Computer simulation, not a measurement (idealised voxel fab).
This is a process module. Its name is voxel spacer lines.
cross-section cut | 280 nm wide | cells 5 nm
When this document writes out a cross-section, it uses a grid of square cells and lists it as bands, beginning at the top and moving down, with a band standing for one or more rows of cells.
First you get the band's top height and its bottom height, in nm, and then the materials it's made of, left to right, with each width in nm. If you see a single material with "edge to edge", that one covers the band edge to edge. "air" is empty space.
Height 0 is the level under which the wafer as received is all one material. The lowest band goes on downwards, as in "top 0, no bottom".
You'd read "30..40" like this: the band's top row of cells is as wide as the first number, its bottom row is as wide as the second, and going down, every row changes width by the same amount as the row before did.
Reading "no modification" for a step: not a cell of the cross-section changed in it.
Enclosed voids (no open way to top), threshold 8 cells or more, entry "Fully closed voids", notation width x height at distance, distance from left edge, nm.
Past the settings on a step's line: simulator remark, on that step.
The line of a step may include "overlay nm". On a step with a mask, this value is how far to the right of its planned place the mask lay. A negative value means the mask lay to the left.
## Listed below are the process steps as planned
- 1: RECEIVE: material Si
- 2: CONFORMAL_DEP: material SiO2, thk nm 5
- 3: DIRECTIONAL_DEP: material TiN, thk nm 10
- 4: DIRECTIONAL_DEP: material polySi, thk nm 25
- 5: PATTERN: tone cover, mask id MANDREL, material resist, width nm 15, pitch nm 50, thk nm 30, overlay nm 0
- 6: DIRECTIONAL_ETCH: etch materials polySi, depth nm 25
- 7: STRIP: etch materials resist
- 8: CONFORMAL_DEP: material SiN, thk nm 10
- 9: DIRECTIONAL_ETCH: etch materials SiN, depth nm 10
- 10: STRIP: etch materials polySi
- 11: DIRECTIONAL_ETCH: etch materials TiN, depth nm 10
- 12: STRIP: etch materials SiN
## First wafer out of two, processed as planned
## Received-state cross-section, reflecting completion of step 1
- top 0, no bottom  Si edge to edge
- Fully closed voids: none
## After step 2, in cross-section
- top 5, bottom 0  SiO2 edge to edge
- At heights below 0, the structure remains unaltered.
## After step 3, in cross-section
- top 15, bottom 5  TiN edge to edge
- At heights below 5, the structure remains unaltered.
## After step 4, in cross-section
- top 40, bottom 15  polySi edge to edge
- At heights below 15, the structure remains unaltered.
## After step 5, in cross-section
- top 70, bottom 40  80 nm air, then 15 nm resist, then 35 nm air, then 15 nm resist, then 35 nm air, then 15 nm resist, then 85 nm air
- At heights below 40, the structure remains unaltered.
## After step 6, in cross-section
- top 70, bottom 40  80 nm air, then 15 nm resist, then 35 nm air, then 15 nm resist, then 35 nm air, then 15 nm resist, then 85 nm air
- top 40, bottom 15  80 nm air, then 15 nm polySi, then 35 nm air, then 15 nm polySi, then 35 nm air, then 15 nm polySi, then 85 nm air
- At heights below 15, the structure remains unaltered.
## After step 7, in cross-section
- top 40, bottom 15  80 nm air, then 15 nm polySi, then 35 nm air, then 15 nm polySi, then 35 nm air, then 15 nm polySi, then 85 nm air
- At heights below 15, the structure remains unaltered.
## After step 8, in cross-section
- top 50, bottom 40  70 nm air, then 35 nm SiN, then 15 nm air, then 35 nm SiN, then 15 nm air, then 35 nm SiN, then 75 nm air
- top 40, bottom 25  70 nm air, then 10 nm SiN, then 15 nm polySi, then 10 nm SiN, then 15 nm air, then 10 nm SiN, then 15 nm polySi, then 10 nm SiN, then 15 nm air, then 10 nm SiN, then 15 nm polySi, then 10 nm SiN, then 75 nm air
- top 25, bottom 15  80 nm SiN, then 15 nm polySi, then 35 nm SiN, then 15 nm polySi, then 35 nm SiN, then 15 nm polySi, then 85 nm SiN
- At heights below 15, the structure remains unaltered.
## After step 9, in cross-section
- top 40, bottom 15  70 nm air, then 10 nm SiN, then 15 nm polySi, then 10 nm SiN, then 15 nm air, then 10 nm SiN, then 15 nm polySi, then 10 nm SiN, then 15 nm air, then 10 nm SiN, then 15 nm polySi, then 10 nm SiN, then 75 nm air
- At heights below 15, the structure remains unaltered.
## After step 10, in cross-section
- top 40, bottom 15  70 nm air, then 10 nm SiN, then 15 nm air, then 10 nm SiN, then 15 nm air, then 10 nm SiN, then 15 nm air, then 10 nm SiN, then 15 nm air, then 10 nm SiN, then 15 nm air, then 10 nm SiN, then 75 nm air
- At heights below 15, the structure remains unaltered.
## After step 11, in cross-section
- top 40, bottom 15  70 nm air, then 10 nm SiN, then 15 nm air, then 10 nm SiN, then 15 nm air, then 10 nm SiN, then 15 nm air, then 10 nm SiN, then 15 nm air, then 10 nm SiN, then 15 nm air, then 10 nm SiN, then 75 nm air
- top 15, bottom 5  70 nm air, then 10 nm TiN, then 15 nm air, then 10 nm TiN, then 15 nm air, then 10 nm TiN, then 15 nm air, then 10 nm TiN, then 15 nm air, then 10 nm TiN, then 15 nm air, then 10 nm TiN, then 75 nm air
- At heights below 5, the structure remains unaltered.
## After step 12, in cross-section
- top 15, bottom 5  70 nm air, then 10 nm TiN, then 15 nm air, then 10 nm TiN, then 15 nm air, then 10 nm TiN, then 15 nm air, then 10 nm TiN, then 15 nm air, then 10 nm TiN, then 15 nm air, then 10 nm TiN, then 75 nm air
- At heights below 5, the structure remains unaltered.
## Notes, second wafer: start = first wafer's, plan = first wafer's, execution had one mistake; history identical to first through step 1
## Second wafer profile in section, at the moment step 2 of the plan was meant to be complete
- top 15, bottom 0  SiO2 edge to edge
- At heights below 0, the structure remains unaltered.
## Second wafer profile in section, at the moment step 3 of the plan was meant to be complete
- top 25, bottom 15  TiN edge to edge
- At heights below 15, the structure remains unaltered.
## Second wafer profile in section, at the moment step 4 of the plan was meant to be complete
- top 50, bottom 25  polySi edge to edge
- At heights below 25, the structure remains unaltered.
## Second wafer profile in section, at the moment step 5 of the plan was meant to be complete
- top 80, bottom 50  80 nm air, then 15 nm resist, then 35 nm air, then 15 nm resist, then 35 nm air, then 15 nm resist, then 85 nm air
- At heights below 50, the structure remains unaltered.
## Second wafer profile in section, at the moment step 6 of the plan was meant to be complete
- top 80, bottom 50  80 nm air, then 15 nm resist, then 35 nm air, then 15 nm resist, then 35 nm air, then 15 nm resist, then 85 nm air
- top 50, bottom 25  80 nm air, then 15 nm polySi, then 35 nm air, then 15 nm polySi, then 35 nm air, then 15 nm polySi, then 85 nm air
- At heights below 25, the structure remains unaltered.
## Second wafer profile in section, at the moment step 7 of the plan was meant to be complete
- top 50, bottom 25  80 nm air, then 15 nm polySi, then 35 nm air, then 15 nm polySi, then 35 nm air, then 15 nm polySi, then 85 nm air
- At heights below 25, the structure remains unaltered.
## Second wafer profile in section, at the moment step 8 of the plan was meant to be complete
- top 60, bottom 50  70 nm air, then 35 nm SiN, then 15 nm air, then 35 nm SiN, then 15 nm air, then 35 nm SiN, then 75 nm air
- top 50, bottom 35  70 nm air, then 10 nm SiN, then 15 nm polySi, then 10 nm SiN, then 15 nm air, then 10 nm SiN, then 15 nm polySi, then 10 nm SiN, then 15 nm air, then 10 nm SiN, then 15 nm polySi, then 10 nm SiN, then 75 nm air
- top 35, bottom 25  80 nm SiN, then 15 nm polySi, then 35 nm SiN, then 15 nm polySi, then 35 nm SiN, then 15 nm polySi, then 85 nm SiN
- At heights below 25, the structure remains unaltered.
## Second wafer profile in section, at the moment step 9 of the plan was meant to be complete
- top 50, bottom 25  70 nm air, then 10 nm SiN, then 15 nm polySi, then 10 nm SiN, then 15 nm air, then 10 nm SiN, then 15 nm polySi, then 10 nm SiN, then 15 nm air, then 10 nm SiN, then 15 nm polySi, then 10 nm SiN, then 75 nm air
- At heights below 25, the structure remains unaltered.
## Second wafer profile in section, at the moment step 10 of the plan was meant to be complete
- top 50, bottom 25  70 nm air, then 10 nm SiN, then 15 nm air, then 10 nm SiN, then 15 nm air, then 10 nm SiN, then 15 nm air, then 10 nm SiN, then 15 nm air, then 10 nm SiN, then 15 nm air, then 10 nm SiN, then 75 nm air
- At heights below 25, the structure remains unaltered.
## Second wafer profile in section, at the moment step 11 of the plan was meant to be complete
- top 50, bottom 25  70 nm air, then 10 nm SiN, then 15 nm air, then 10 nm SiN, then 15 nm air, then 10 nm SiN, then 15 nm air, then 10 nm SiN, then 15 nm air, then 10 nm SiN, then 15 nm air, then 10 nm SiN, then 75 nm air
- top 25, bottom 15  70 nm air, then 10 nm TiN, then 15 nm air, then 10 nm TiN, then 15 nm air, then 10 nm TiN, then 15 nm air, then 10 nm TiN, then 15 nm air, then 10 nm TiN, then 15 nm air, then 10 nm TiN, then 75 nm air
- At heights below 15, the structure remains unaltered.
## Second wafer profile in section, at the moment step 12 of the plan was meant to be complete
- top 25, bottom 15  70 nm air, then 10 nm TiN, then 15 nm air, then 10 nm TiN, then 15 nm air, then 10 nm TiN, then 15 nm air, then 10 nm TiN, then 15 nm air, then 10 nm TiN, then 15 nm air, then 10 nm TiN, then 75 nm air
- At heights below 15, the structure remains unaltered.
What broke from the plan during processing? step 2 ran with different settings than intended, the actual operation and settings being CONFORMAL_DEP: material SiO2, thk nm 15
Final comparison by cell count, materials where the second wafer has more or fewer than the first: SiO2 +112
